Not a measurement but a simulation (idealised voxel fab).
process module | voxel capacitor over wiring
cross-section cut | 285 nm wide | cells 5 nm
A cross-section is a grid of square cells, given in bands from the top down. A band is one or more rows of cells.
Each band's line starts with the height of the band's top and of its bottom, in nm. Then come its materials from left to right, each with its width in nm. One material with "throughout" fills the band from edge to edge. "air" is empty space.
Height 0 is the level under which the wafer as received is all one material. The lowest band goes on downwards, as in "0 down".
A width such as "30 to 40" changes by the same amount from each row of cells to the next, from the band's top row to its bottom row.
"no change" after a step means that no cell of the cross-section changed.
closed voids: empty space of 8 cells or more with no open way to the top, each as width x height at its distance from the left edge, in nm
after a step's settings: what the simulator itself notes on the step
overlay nm, on a step with a mask: how far to the right of its planned place the mask lay; to the left if negative
plan
1 op RECEIVE | material Si
2 op CONFORMAL_DEP | material SiO2 | thk nm 10
3 op CONFORMAL_DEP | material SiN | thk nm 5
4 op DIRECTIONAL_DEP | material SiO2 | thk nm 20
5 op MASKED_ETCH | tone open | mask id METAL_1 | width nm 30 | pitch nm 90 | etch materials SiO2 | depth nm 20 | overlay nm 0
6 op MASKED_ETCH | tone open | mask id METAL_1 | width nm 30 | pitch nm 90 | etch materials SiN | depth nm 5 | overlay nm 0
7 op CONFORMAL_DEP | material TiN | thk nm 5
8 op FILL_DEP | material W | thk nm 5
9 op CMP | height nm 35
10 op CONFORMAL_DEP | material SiCN | thk nm 5
11 op DIRECTIONAL_DEP | material SiO2 | thk nm 15
12 op PATTERN | tone open | mask id PLUG_1 | material resist | width nm 15 | thk nm 15 | overlay nm 0
13 op DIRECTIONAL_ETCH | etch materials SiO2 | depth nm 15
14 op DIRECTIONAL_ETCH | etch materials SiCN | depth nm 5
15 op STRIP | etch materials resist
16 op EPI | material Ru | thk nm 10
17 op EPI | material Ru | thk nm 10
18 op DIRECTIONAL_DEP | material TiN | thk nm 10
19 op DIRECTIONAL_DEP | material SiN | thk nm 5
20 op DIRECTIONAL_DEP | material TiN | thk nm 5
21 op DIRECTIONAL_DEP | material aC | thk nm 15
22 op PATTERN | tone cover | mask id UPPER_PLATE | material resist | width nm 65 | thk nm 30 | overlay nm 0
23 op DIRECTIONAL_ETCH | etch materials aC | depth nm 15
24 op STRIP | etch materials resist
25 op DIRECTIONAL_ETCH | etch materials TiN | depth nm 5
26 op DIRECTIONAL_ETCH | etch materials SiN | depth nm 5
27 op STRIP | etch materials aC
28 op DIRECTIONAL_DEP | material aC | thk nm 15
29 op PATTERN | tone cover | mask id LOWER_PLATE | material resist | width nm 75 | thk nm 35 | overlay nm 0
30 op DIRECTIONAL_ETCH | etch materials aC | depth nm 15
31 op STRIP | etch materials resist
32 op DIRECTIONAL_ETCH | etch materials TiN | depth nm 10
33 op STRIP | etch materials aC
34 op FILL_DEP | material SiO2 | thk nm 15
35 op CMP | height nm 85
36 op DIRECTIONAL_DEP | material aC | thk nm 15
37 op PATTERN | tone open | mask id PLUG_2 | material resist | width nm 15 | thk nm 35 | overlay nm 0
38 op DIRECTIONAL_ETCH | etch materials aC | depth nm 15
39 op STRIP | etch materials resist
40 op DIRECTIONAL_ETCH | etch materials SiO2 | depth nm 10
41 op STRIP | etch materials aC
42 op CONFORMAL_DEP | material TiN | thk nm 5
43 op FILL_DEP | material Ru | thk nm 5
44 op CMP | height nm 85
45 op CONFORMAL_DEP | material SiN | thk nm 5
as received, after step 1
  0 down: Si throughout
  closed voids: none
a wafer at the end: this start, this plan, one mistake
  90 to 85: SiN throughout
  85 to 80: SiO2 105 | TiN 5 | Ru 5 | TiN 5 | SiO2 165
  80 to 70: SiO2 105 to 110 | TiN 15 to 50 | SiO2 165 to 125
  70 to 65: SiO2 95 | TiN 15 | SiN 50 | SiO2 125
  65 to 60: SiO2 90 | TiN 5 | SiN 15 | TiN 55 | SiO2 120
  60 to 55: SiO2 90 | TiN 75 | SiO2 120
  55 to 50: SiCN 95 | TiN 15 | SiCN 175
  50 to 35: SiO2 throughout
  35 to 15: SiO2 80 | TiN 5 | W 20 | TiN 5 | SiO2 60 | TiN 5 | W 20 | TiN 5 | SiO2 85
  15 to 10: SiN 80 | TiN 30 | SiN 60 | TiN 30 | SiN 85
  10 to 0: SiO2 throughout
  0 down: Si throughout
  closed voids: none
what went wrong: steps 10 and 11 were swapped
